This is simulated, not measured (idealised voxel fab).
process module | voxel self aligned contacts
cross-section cut | 220 nm wide | cells 5 nm
A cross-section is a grid of square cells, given in bands from the top down. A band is one or more rows of cells.
Each band's line starts with the height of the band's top and of its bottom, in nm. Then come its materials from left to right, each with its width in nm. One material with "throughout" fills the band from edge to edge. "air" is empty space.
Height 0 is the level under which the wafer as received is all one material. The lowest band goes on downwards, as in "0 down".
A width such as "30 to 40" changes by the same amount from each row of cells to the next, from the band's top row to its bottom row.
"no change" after a step means that no cell of the cross-section changed.
closed voids: empty space of 8 cells or more with no open way to the top, each as width x height at its distance from the left edge, in nm
after a step's settings: what the simulator itself notes on the step
overlay nm, on a step with a mask: how far to the right of its planned place the mask lay; to the left if negative
plan
1 op RECEIVE | material Si
2 op CONFORMAL_DEP | material SiO2 | thk nm 5
3 op DIRECTIONAL_DEP | material polySi | thk nm 30
4 op DIRECTIONAL_DEP | material SiN | thk nm 15
5 op PATTERN | tone cover | mask id GATE | material resist | width nm 25 | pitch nm 55 | thk nm 20 | overlay nm 0
6 op DIRECTIONAL_ETCH | etch materials SiN | depth nm 15
7 op DIRECTIONAL_ETCH | etch materials polySi | depth nm 30
8 op STRIP | etch materials resist
9 op CONFORMAL_DEP | material SiN | thk nm 5
10 op DIRECTIONAL_ETCH | etch materials SiN | depth nm 5
11 op FILL_DEP | material SiO2 | thk nm 10
12 op CMP | height nm 55
13 op PATTERN | tone open | mask id CONTACT | material resist | width nm 40 | pitch nm 55 | thk nm 20 | overlay nm 0
14 op DIRECTIONAL_ETCH | etch materials SiO2 | depth nm 55
15 op STRIP | etch materials resist
16 op CONFORMAL_DEP | material TiN | thk nm 5
17 op FILL_DEP | material W | thk nm 5
18 op CMP | height nm 55
19 op CONFORMAL_DEP | material SiCN | thk nm 5
as received, after step 1
  0 down: Si throughout
  closed voids: none
a wafer at the end: this start, this plan, one mistake
  60 to 55: SiCN throughout
  55 to 50: SiO2 60 | SiN 15 | W 10 | SiN 15 | SiO2 15 | SiN 15 | W 10 | SiN 15 | SiO2 65
  50 to 35: SiO2 35 | SiN 40 | W 10 | SiN 45 | W 10 | SiN 40 | SiO2 40
  35 to 5: SiO2 35 | SiN 5 | polySi 25 | SiN 10 | W 10 | SiN 10 | polySi 25 | SiN 10 | W 10 | SiN 10 | polySi 25 | SiN 5 | SiO2 40
  5 to 0: SiO2 70 | SiN 20 | SiO2 35 | SiN 20 | SiO2 75
  0 down: Si throughout
  closed voids: none
what went wrong: step 16 ran as: op CONFORMAL_DEP | material SiN | thk nm 5
